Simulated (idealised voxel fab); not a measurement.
voxel self aligned contacts: a process module
Xsec cut, 245 nm wide, square cell size 5 nm.
A cross-section in this document is a grid of square cells, and it is written down as bands, the top band listed before the ones below it; a band is made up of one or more rows of cells. Read a band's entry like this: the first values are the height of its top and the height of its bottom in nm, and what follows is the sequence of materials from left to right, each with its width in nm. Note that "blank" is empty space, and that a single material marked "throughout" reaches across the band from edge to edge. Counting heights begins at 0, where everything beneath is, in the wafer as received, one material. The lowest band has no bottom; it goes on downwards, as "0 -> down" shows. Note: "30->40" means the width goes from the first number (top row of the band) to the second number (bottom row) in equal steps per row of cells. "no change" -> step changed no cross-section cell. If an empty space has no open way to the top and is at least 8 cells in size, "closed voids" lists it, written width x height at distance, where distance is measured from the left edge and every value is in nm. Where a step's line continues beyond its settings, the continuation is a remark by the simulator itself on that step. A step line may carry the setting "overlay nm", which, for steps involving a mask, states the distance by which the mask lay to the right of its intended position; negative values denote displacement to the left.
This section lists the process steps that were planned:
- 1: RECEIVE, material Si
- 2: CONFORMAL_DEP, material SiO2, thk nm 5
- 3: DIRECTIONAL_DEP, material polySi, thk nm 20
- 4: DIRECTIONAL_DEP, material SiN, thk nm 20
- 5: PATTERN, tone cover, mask id GATE, material resist, width nm 35, pitch nm 70, thk nm 20, overlay nm 0
- 6: DIRECTIONAL_ETCH, etch materials SiN, depth nm 20
- 7: DIRECTIONAL_ETCH, etch materials polySi, depth nm 20
- 8: STRIP, etch materials resist
- 9: CONFORMAL_DEP, material SiN, thk nm 5
- 10: DIRECTIONAL_ETCH, etch materials SiN, depth nm 5
- 11: FILL_DEP, material SiO2, thk nm 10
- 12: CMP, height nm 50
- 13: DIRECTIONAL_DEP, material aC, thk nm 15
- 14: PATTERN, tone open, mask id CONTACT, material resist, width nm 45, pitch nm 70, thk nm 35, overlay nm 0
- 15: DIRECTIONAL_ETCH, etch materials aC, depth nm 15
- 16: STRIP, etch materials resist
- 17: DIRECTIONAL_ETCH, etch materials SiO2, depth nm 50
- 18: STRIP, etch materials aC
- 19: CONFORMAL_DEP, material TiN, thk nm 5
- 20: FILL_DEP, material W, thk nm 5
- 21: CMP, height nm 50
- 22: CONFORMAL_DEP, material SiCN, thk nm 5
Step 1 complete: cross-section of the wafer as received:
* 0 -> down = Si throughout
* closed voids: none
Same starting wafer, same plan as above, one mistake in the execution; this is the cross-section at the end of the module:
* 55 -> 50 = SiCN throughout
* 50 -> 45 = SiO2 (65)  TiN (15)  W (15)  TiN (15)  SiO2 (25)  TiN (15)  W (15)  TiN (15)  SiO2 (65)
* 45 -> 25 = SiO2 (30)  SiN (45)  TiN (5)  W (15)  TiN (5)  SiN (45)  TiN (5)  W (15)  TiN (5)  SiN (45)  SiO2 (30)
* 25 -> 20 = SiO2 (75)  TiN (25)  SiO2 (45)  TiN (25)  SiO2 (75)
* 20 -> 0 = polySi throughout
* 0 -> down = Si throughout
* closed voids: none
Short version of what went wrong: order of steps 2 and 3 inverted relative to the plan
